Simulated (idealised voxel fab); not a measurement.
The following process module bears the name voxel gate over fins.
The cross-section shown here is cut; it is 230 nm wide and divided into square cells measuring 5 nm on a side.
Notation: cross-section as square-cell grid; stated in bands, top first, going down; one or more cell rows per band. First you get the band's top height and its bottom height, in nm, and then the materials it's made of, left to right, with each width in nm. If you see a single material with "all across", that one covers the band edge to edge. "air" is empty space. Below 0: as-received wafer, all one material; heights counted from there. Lowest band: no bottom, goes on down, written "0 and below". Width "30->40": first value at the band's top row of cells, second value at its bottom row, equal change from row to row. You'll sometimes find "nothing altered" written for a step, and that's the way of saying that nowhere in the cross-section did a cell change during that step. Closed-off voids of 8+ cells (no open route to the top) go in "Sealed cavities", written width x height at distance from the left edge, in nm. Post-settings text on a step line: simulator's own remark regarding the step. The "overlay nm" setting may appear on a step's line; for a step that uses a mask, it gives how far to the right of its planned position the mask lay, and a negative value indicates the left.

The planned process steps are enumerated hereunder
1: RECEIVE with material Si
2: CONFORMAL_DEP with material SiN, thk nm 5
3: PATTERN with tone cover, mask id FINS, material resist, width nm 15, pitch nm 50, thk nm 20, overlay nm 0
4: DIRECTIONAL_ETCH with etch materials SiN, depth nm 5
5: DIRECTIONAL_ETCH with etch materials Si, depth nm 40
6: STRIP with etch materials resist
7: OXIDIZE with depth nm 5
8: FILL_DEP with material SiO2, thk nm 10
9: CMP with height nm 5
10: DIRECTIONAL_DEP with material aC, thk nm 10
11: PATTERN with tone open, mask id RAIL, material resist, width nm 15, thk nm 25, overlay nm 0
12: DIRECTIONAL_ETCH with etch materials aC, depth nm 10
13: STRIP with etch materials resist
14: DIRECTIONAL_ETCH with etch materials SiO2, depth nm 40
15: STRIP with etch materials aC
16: CONFORMAL_DEP with material TiN, thk nm 5
17: FILL_DEP with material W, thk nm 10
18: CMP with height nm 5
19: SELECTIVE_ETCH with etch materials W Ru TiN, depth nm 25
20: FILL_DEP with material SiO2, thk nm 5
21: CMP with height nm 5
22: SELECTIVE_ETCH with etch materials SiO2, depth nm 20
23: STRIP with etch materials SiN
24: CONFORMAL_DEP with material HfO2, thk nm 5
25: CONFORMAL_DEP with material TiN, thk nm 5
26: CONFORMAL_DEP with material TiAl, thk nm 5
27: CONFORMAL_DEP with material TiN, thk nm 5
28: FILL_DEP with material W, thk nm 15
29: CMP with height nm 30
30: CONFORMAL_DEP with material SiN, thk nm 5

Run as planned: first of two wafers

Here's what the wafer looked like in cross-section when it arrived - that's after step 1
0 and below: Si all across
Sealed cavities: none

The wafer in cross-section once step 2 is complete
5 down to 0: SiN all across
Rest of section, below 0: as before.

The wafer in cross-section once step 3 is complete
25 down to 5: 80 of air / 15 of resist / 35 of air / 15 of resist / 85 of air
Rest of section, below 5: as before.

The wafer in cross-section once step 4 is complete
25 down to 5: 80 of air / 15 of resist / 35 of air / 15 of resist / 85 of air
5 down to 0: 80 of air / 15 of SiN / 35 of air / 15 of SiN / 85 of air
Rest of section, below 0: as before.

The wafer in cross-section once step 5 is complete
25 down to 5: 80 of air / 15 of resist / 35 of air / 15 of resist / 85 of air
5 down to 0: 80 of air / 15 of SiN / 35 of air / 15 of SiN / 85 of air
0 down to -40: 80 of air / 15 of Si / 35 of air / 15 of Si / 85 of air
Rest of section, below -40: as before.

The wafer in cross-section once step 6 is complete
5 down to 0: 80 of air / 15 of SiN / 35 of air / 15 of SiN / 85 of air
Rest of section, below 0: as before.

The wafer in cross-section once step 7 is complete
5 down to 0: 80 of air / 15 of SiN / 35 of air / 15 of SiN / 85 of air
0 down to -40: 80 of air / 5 of SiO2 / 5 of Si / 5 of SiO2 / 35 of air / 5 of SiO2 / 5 of Si / 5 of SiO2 / 85 of air
-40 down to -45: 85 of SiO2 / 5 of Si / 45 of SiO2 / 5 of Si / 90 of SiO2
Rest of section, below -45: as before.

The wafer in cross-section once step 8 is complete
15 down to 5: SiO2 all across
5 down to 0: 80 of SiO2 / 15 of SiN / 35 of SiO2 / 15 of SiN / 85 of SiO2
0 down to -45: 85 of SiO2 / 5 of Si / 45 of SiO2 / 5 of Si / 90 of SiO2
Rest of section, below -45: as before.

The wafer in cross-section once step 9 is complete
5 down to 0: 80 of SiO2 / 15 of SiN / 35 of SiO2 / 15 of SiN / 85 of SiO2
Rest of section, below 0: as before.

The wafer in cross-section once step 10 is complete
15 down to 5: aC all across
Rest of section, below 5: as before.

The wafer in cross-section once step 11 is complete
40 down to 15: 105 of resist / 15 of air / 110 of resist
Rest of section, below 15: as before.

The wafer in cross-section once step 12 is complete
30 down to 15: 105 of resist / 15 of air / 110 of resist
15 down to 5: 105 of aC / 15 of air / 110 of aC
Rest of section, below 5: as before.

The wafer in cross-section once step 13 is complete
15 down to 5: 105 of aC / 15 of air / 110 of aC
Rest of section, below 5: as before.

The wafer in cross-section once step 14 is complete
15 down to 5: 105 of aC / 15 of air / 110 of aC
5 down to 0: 80 of SiO2 / 15 of SiN / 10 of SiO2 / 15 of air / 10 of SiO2 / 15 of SiN / 85 of SiO2
0 down to -35: 85 of SiO2 / 5 of Si / 15 of SiO2 / 15 of air / 15 of SiO2 / 5 of Si / 90 of SiO2
Rest of section, below -35: as before.

The wafer in cross-section once step 15 is complete
5 down to 0: 80 of SiO2 / 15 of SiN / 10 of SiO2 / 15 of air / 10 of SiO2 / 15 of SiN / 85 of SiO2
Rest of section, below 0: as before.

The wafer in cross-section once step 16 is complete
10 down to 5: 110 of TiN / 5 of air / 115 of TiN
5 down to 0: 80 of SiO2 / 15 of SiN / 10 of SiO2 / 5 of TiN / 5 of air / 5 of TiN / 10 of SiO2 / 15 of SiN / 85 of SiO2
0 down to -30: 85 of SiO2 / 5 of Si / 15 of SiO2 / 5 of TiN / 5 of air / 5 of TiN / 15 of SiO2 / 5 of Si / 90 of SiO2
-30 down to -35: 85 of SiO2 / 5 of Si / 15 of SiO2 / 15 of TiN / 15 of SiO2 / 5 of Si / 90 of SiO2
Rest of section, below -35: as before.

The wafer in cross-section once step 17 is complete
20 down to 10: W all across
10 down to 5: 110 of TiN / 5 of W / 115 of TiN
5 down to 0: 80 of SiO2 / 15 of SiN / 10 of SiO2 / 5 of TiN / 5 of W / 5 of TiN / 10 of SiO2 / 15 of SiN / 85 of SiO2
0 down to -30: 85 of SiO2 / 5 of Si / 15 of SiO2 / 5 of TiN / 5 of W / 5 of TiN / 15 of SiO2 / 5 of Si / 90 of SiO2
Rest of section, below -30: as before.

The wafer in cross-section once step 18 is complete
5 down to 0: 80 of SiO2 / 15 of SiN / 10 of SiO2 / 5 of TiN / 5 of W / 5 of TiN / 10 of SiO2 / 15 of SiN / 85 of SiO2
Rest of section, below 0: as before.

The wafer in cross-section once step 19 is complete
5 down to 0: 80 of SiO2 / 15 of SiN / 10 of SiO2 / 15 of air / 10 of SiO2 / 15 of SiN / 85 of SiO2
0 down to -20: 85 of SiO2 / 5 of Si / 15 of SiO2 / 15 of air / 15 of SiO2 / 5 of Si / 90 of SiO2
Rest of section, below -20: as before.

The wafer in cross-section once step 20 is complete
10 down to 5: SiO2 all across
5 down to 0: 80 of SiO2 / 15 of SiN / 35 of SiO2 / 15 of SiN / 85 of SiO2
0 down to -20: 85 of SiO2 / 5 of Si / 45 of SiO2 / 5 of Si / 90 of SiO2
Rest of section, below -20: as before.

The wafer in cross-section once step 21 is complete
5 down to 0: 80 of SiO2 / 15 of SiN / 35 of SiO2 / 15 of SiN / 85 of SiO2
Rest of section, below 0: as before.

The wafer in cross-section once step 22 is complete
5 down to 0: 80 of air / 15 of SiN / 35 of air / 15 of SiN / 85 of air
0 down to -15: 85 of air / 5 of Si / 45 of air / 5 of Si / 90 of air
Rest of section, below -15: as before.

The wafer in cross-section once step 23 is complete
0 down to -15: 85 of air / 5 of Si / 45 of air / 5 of Si / 90 of air
Rest of section, below -15: as before.

The wafer in cross-section once step 24 is complete
5 down to 0: 80 of air / 15 of HfO2 / 35 of air / 15 of HfO2 / 85 of air
0 down to -10: 80 of air / 5 of HfO2 / 5 of Si / 5 of HfO2 / 35 of air / 5 of HfO2 / 5 of Si / 5 of HfO2 / 85 of air
-10 down to -15: 85 of HfO2 / 5 of Si / 45 of HfO2 / 5 of Si / 90 of HfO2
Rest of section, below -15: as before.

The wafer in cross-section once step 25 is complete
10 down to 5: 75 of air / 25 of TiN / 25 of air / 25 of TiN / 80 of air
5 down to 0: 75 of air / 5 of TiN / 15 of HfO2 / 5 of TiN / 25 of air / 5 of TiN / 15 of HfO2 / 5 of TiN / 80 of air
0 down to -5: 75 of air / 5 of TiN / 5 of HfO2 / 5 of Si / 5 of HfO2 / 5 of TiN / 25 of air / 5 of TiN / 5 of HfO2 / 5 of Si / 5 of HfO2 / 5 of TiN / 80 of air
-5 down to -10: 80 of TiN / 5 of HfO2 / 5 of Si / 5 of HfO2 / 35 of TiN / 5 of HfO2 / 5 of Si / 5 of HfO2 / 85 of TiN
Rest of section, below -10: as before.

The wafer in cross-section once step 26 is complete
15 down to 10: 70 of air / 35 of TiAl / 15 of air / 35 of TiAl / 75 of air
10 down to 5: 70 of air / 5 of TiAl / 25 of TiN / 5 of TiAl / 15 of air / 5 of TiAl / 25 of TiN / 5 of TiAl / 75 of air
5 down to 0: 70 of air / 5 of TiAl / 5 of TiN / 15 of HfO2 / 5 of TiN / 5 of TiAl / 15 of air / 5 of TiAl / 5 of TiN / 15 of HfO2 / 5 of TiN / 5 of TiAl / 75 of air
0 down to -5: 75 of TiAl / 5 of TiN / 5 of HfO2 / 5 of Si / 5 of HfO2 / 5 of TiN / 25 of TiAl / 5 of TiN / 5 of HfO2 / 5 of Si / 5 of HfO2 / 5 of TiN / 80 of TiAl
Rest of section, below -5: as before.

The wafer in cross-section once step 27 is complete
20 down to 15: 65 of air / 45 of TiN / 5 of air / 45 of TiN / 70 of air
15 down to 10: 65 of air / 5 of TiN / 35 of TiAl / 5 of TiN / 5 of air / 5 of TiN / 35 of TiAl / 5 of TiN / 70 of air
10 down to 5: 65 of air / 5 of TiN / 5 of TiAl / 25 of TiN / 5 of TiAl / 5 of TiN / 5 of air / 5 of TiN / 5 of TiAl / 25 of TiN / 5 of TiAl / 5 of TiN / 70 of air
5 down to 0: 70 of TiN / 5 of TiAl / 5 of TiN / 15 of HfO2 / 5 of TiN / 5 of TiAl / 15 of TiN / 5 of TiAl / 5 of TiN / 15 of HfO2 / 5 of TiN / 5 of TiAl / 75 of TiN
Rest of section, below 0: as before.

The wafer in cross-section once step 28 is complete
35 down to 20: W all across
20 down to 15: 65 of W / 45 of TiN / 5 of W / 45 of TiN / 70 of W
15 down to 10: 65 of W / 5 of TiN / 35 of TiAl / 5 of TiN / 5 of W / 5 of TiN / 35 of TiAl / 5 of TiN / 70 of W
10 down to 5: 65 of W / 5 of TiN / 5 of TiAl / 25 of TiN / 5 of TiAl / 5 of TiN / 5 of W / 5 of TiN / 5 of TiAl / 25 of TiN / 5 of TiAl / 5 of TiN / 70 of W
Rest of section, below 5: as before.

The wafer in cross-section once step 29 is complete
30 down to 20: W all across
Rest of section, below 20: as before.

The wafer in cross-section once step 30 is complete
35 down to 30: SiN all across
Rest of section, below 30: as before.

Companion wafer, the second of two: same beginning, same intended sequence, one mistake in carrying it out; through step 4 inclusive it tracks the first exactly

Cross-section of the second wafer corresponding to the planned conclusion of step 5
25 down to 5: 80 of air / 15 of resist / 35 of air / 15 of resist / 85 of air
5 down to 0: 80 of air / 15 of SiN / 35 of air / 15 of SiN / 85 of air
0 down to -50: 80 of air / 15 of Si / 35 of air / 15 of Si / 85 of air
Rest of section, below -50: as before.

Cross-section of the second wafer corresponding to the planned conclusion of step 6
5 down to 0: 80 of air / 15 of SiN / 35 of air / 15 of SiN / 85 of air
Rest of section, below 0: as before.

Cross-section of the second wafer corresponding to the planned conclusion of step 7
5 down to 0: 80 of air / 15 of SiN / 35 of air / 15 of SiN / 85 of air
0 down to -50: 80 of air / 5 of SiO2 / 5 of Si / 5 of SiO2 / 35 of air / 5 of SiO2 / 5 of Si / 5 of SiO2 / 85 of air
-50 down to -55: 85 of SiO2 / 5 of Si / 45 of SiO2 / 5 of Si / 90 of SiO2
Rest of section, below -55: as before.

Cross-section of the second wafer corresponding to the planned conclusion of step 8
15 down to 5: SiO2 all across
5 down to 0: 80 of SiO2 / 15 of SiN / 35 of SiO2 / 15 of SiN / 85 of SiO2
0 down to -55: 85 of SiO2 / 5 of Si / 45 of SiO2 / 5 of Si / 90 of SiO2
Rest of section, below -55: as before.

Cross-section of the second wafer corresponding to the planned conclusion of step 9
5 down to 0: 80 of SiO2 / 15 of SiN / 35 of SiO2 / 15 of SiN / 85 of SiO2
Rest of section, below 0: as before.

Cross-section of the second wafer corresponding to the planned conclusion of step 10
15 down to 5: aC all across
Rest of section, below 5: as before.

Cross-section of the second wafer corresponding to the planned conclusion of step 11
40 down to 15: 105 of resist / 15 of air / 110 of resist
Rest of section, below 15: as before.

Cross-section of the second wafer corresponding to the planned conclusion of step 12
30 down to 15: 105 of resist / 15 of air / 110 of resist
15 down to 5: 105 of aC / 15 of air / 110 of aC
Rest of section, below 5: as before.

Cross-section of the second wafer corresponding to the planned conclusion of step 13
15 down to 5: 105 of aC / 15 of air / 110 of aC
Rest of section, below 5: as before.

Cross-section of the second wafer corresponding to the planned conclusion of step 14
15 down to 5: 105 of aC / 15 of air / 110 of aC
5 down to 0: 80 of SiO2 / 15 of SiN / 10 of SiO2 / 15 of air / 10 of SiO2 / 15 of SiN / 85 of SiO2
0 down to -35: 85 of SiO2 / 5 of Si / 15 of SiO2 / 15 of air / 15 of SiO2 / 5 of Si / 90 of SiO2
Rest of section, below -35: as before.

Cross-section of the second wafer corresponding to the planned conclusion of step 15
5 down to 0: 80 of SiO2 / 15 of SiN / 10 of SiO2 / 15 of air / 10 of SiO2 / 15 of SiN / 85 of SiO2
Rest of section, below 0: as before.

Cross-section of the second wafer corresponding to the planned conclusion of step 16
10 down to 5: 110 of TiN / 5 of air / 115 of TiN
5 down to 0: 80 of SiO2 / 15 of SiN / 10 of SiO2 / 5 of TiN / 5 of air / 5 of TiN / 10 of SiO2 / 15 of SiN / 85 of SiO2
0 down to -30: 85 of SiO2 / 5 of Si / 15 of SiO2 / 5 of TiN / 5 of air / 5 of TiN / 15 of SiO2 / 5 of Si / 90 of SiO2
-30 down to -35: 85 of SiO2 / 5 of Si / 15 of SiO2 / 15 of TiN / 15 of SiO2 / 5 of Si / 90 of SiO2
Rest of section, below -35: as before.

Cross-section of the second wafer corresponding to the planned conclusion of step 17
20 down to 10: W all across
10 down to 5: 110 of TiN / 5 of W / 115 of TiN
5 down to 0: 80 of SiO2 / 15 of SiN / 10 of SiO2 / 5 of TiN / 5 of W / 5 of TiN / 10 of SiO2 / 15 of SiN / 85 of SiO2
0 down to -30: 85 of SiO2 / 5 of Si / 15 of SiO2 / 5 of TiN / 5 of W / 5 of TiN / 15 of SiO2 / 5 of Si / 90 of SiO2
Rest of section, below -30: as before.

Cross-section of the second wafer corresponding to the planned conclusion of step 18
5 down to 0: 80 of SiO2 / 15 of SiN / 10 of SiO2 / 5 of TiN / 5 of W / 5 of TiN / 10 of SiO2 / 15 of SiN / 85 of SiO2
Rest of section, below 0: as before.

Cross-section of the second wafer corresponding to the planned conclusion of step 19
5 down to 0: 80 of SiO2 / 15 of SiN / 10 of SiO2 / 15 of air / 10 of SiO2 / 15 of SiN / 85 of SiO2
0 down to -20: 85 of SiO2 / 5 of Si / 15 of SiO2 / 15 of air / 15 of SiO2 / 5 of Si / 90 of SiO2
Rest of section, below -20: as before.

Cross-section of the second wafer corresponding to the planned conclusion of step 20
10 down to 5: SiO2 all across
5 down to 0: 80 of SiO2 / 15 of SiN / 35 of SiO2 / 15 of SiN / 85 of SiO2
0 down to -20: 85 of SiO2 / 5 of Si / 45 of SiO2 / 5 of Si / 90 of SiO2
Rest of section, below -20: as before.

Cross-section of the second wafer corresponding to the planned conclusion of step 21
5 down to 0: 80 of SiO2 / 15 of SiN / 35 of SiO2 / 15 of SiN / 85 of SiO2
Rest of section, below 0: as before.

Cross-section of the second wafer corresponding to the planned conclusion of step 22
5 down to 0: 80 of air / 15 of SiN / 35 of air / 15 of SiN / 85 of air
0 down to -15: 85 of air / 5 of Si / 45 of air / 5 of Si / 90 of air
Rest of section, below -15: as before.

Cross-section of the second wafer corresponding to the planned conclusion of step 23
0 down to -15: 85 of air / 5 of Si / 45 of air / 5 of Si / 90 of air
Rest of section, below -15: as before.

Cross-section of the second wafer corresponding to the planned conclusion of step 24
5 down to 0: 80 of air / 15 of HfO2 / 35 of air / 15 of HfO2 / 85 of air
0 down to -10: 80 of air / 5 of HfO2 / 5 of Si / 5 of HfO2 / 35 of air / 5 of HfO2 / 5 of Si / 5 of HfO2 / 85 of air
-10 down to -15: 85 of HfO2 / 5 of Si / 45 of HfO2 / 5 of Si / 90 of HfO2
Rest of section, below -15: as before.

Cross-section of the second wafer corresponding to the planned conclusion of step 25
10 down to 5: 75 of air / 25 of TiN / 25 of air / 25 of TiN / 80 of air
5 down to 0: 75 of air / 5 of TiN / 15 of HfO2 / 5 of TiN / 25 of air / 5 of TiN / 15 of HfO2 / 5 of TiN / 80 of air
0 down to -5: 75 of air / 5 of TiN / 5 of HfO2 / 5 of Si / 5 of HfO2 / 5 of TiN / 25 of air / 5 of TiN / 5 of HfO2 / 5 of Si / 5 of HfO2 / 5 of TiN / 80 of air
-5 down to -10: 80 of TiN / 5 of HfO2 / 5 of Si / 5 of HfO2 / 35 of TiN / 5 of HfO2 / 5 of Si / 5 of HfO2 / 85 of TiN
Rest of section, below -10: as before.

Cross-section of the second wafer corresponding to the planned conclusion of step 26
15 down to 10: 70 of air / 35 of TiAl / 15 of air / 35 of TiAl / 75 of air
10 down to 5: 70 of air / 5 of TiAl / 25 of TiN / 5 of TiAl / 15 of air / 5 of TiAl / 25 of TiN / 5 of TiAl / 75 of air
5 down to 0: 70 of air / 5 of TiAl / 5 of TiN / 15 of HfO2 / 5 of TiN / 5 of TiAl / 15 of air / 5 of TiAl / 5 of TiN / 15 of HfO2 / 5 of TiN / 5 of TiAl / 75 of air
0 down to -5: 75 of TiAl / 5 of TiN / 5 of HfO2 / 5 of Si / 5 of HfO2 / 5 of TiN / 25 of TiAl / 5 of TiN / 5 of HfO2 / 5 of Si / 5 of HfO2 / 5 of TiN / 80 of TiAl
Rest of section, below -5: as before.

Cross-section of the second wafer corresponding to the planned conclusion of step 27
20 down to 15: 65 of air / 45 of TiN / 5 of air / 45 of TiN / 70 of air
15 down to 10: 65 of air / 5 of TiN / 35 of TiAl / 5 of TiN / 5 of air / 5 of TiN / 35 of TiAl / 5 of TiN / 70 of air
10 down to 5: 65 of air / 5 of TiN / 5 of TiAl / 25 of TiN / 5 of TiAl / 5 of TiN / 5 of air / 5 of TiN / 5 of TiAl / 25 of TiN / 5 of TiAl / 5 of TiN / 70 of air
5 down to 0: 70 of TiN / 5 of TiAl / 5 of TiN / 15 of HfO2 / 5 of TiN / 5 of TiAl / 15 of TiN / 5 of TiAl / 5 of TiN / 15 of HfO2 / 5 of TiN / 5 of TiAl / 75 of TiN
Rest of section, below 0: as before.

Cross-section of the second wafer corresponding to the planned conclusion of step 28
35 down to 20: W all across
20 down to 15: 65 of W / 45 of TiN / 5 of W / 45 of TiN / 70 of W
15 down to 10: 65 of W / 5 of TiN / 35 of TiAl / 5 of TiN / 5 of W / 5 of TiN / 35 of TiAl / 5 of TiN / 70 of W
10 down to 5: 65 of W / 5 of TiN / 5 of TiAl / 25 of TiN / 5 of TiAl / 5 of TiN / 5 of W / 5 of TiN / 5 of TiAl / 25 of TiN / 5 of TiAl / 5 of TiN / 70 of W
Rest of section, below 5: as before.

Cross-section of the second wafer corresponding to the planned conclusion of step 29
30 down to 20: W all across
Rest of section, below 20: as before.

Cross-section of the second wafer corresponding to the planned conclusion of step 30
35 down to 30: SiN all across
Rest of section, below 30: as before.
Deviation from plan: step 5 ran with different settings than intended, the actual operation and settings being DIRECTIONAL_ETCH with etch materials Si, depth nm 50
Final tally in cells, some materials are higher or lower on the second wafer than on the first: Si -88 | SiO2 +88
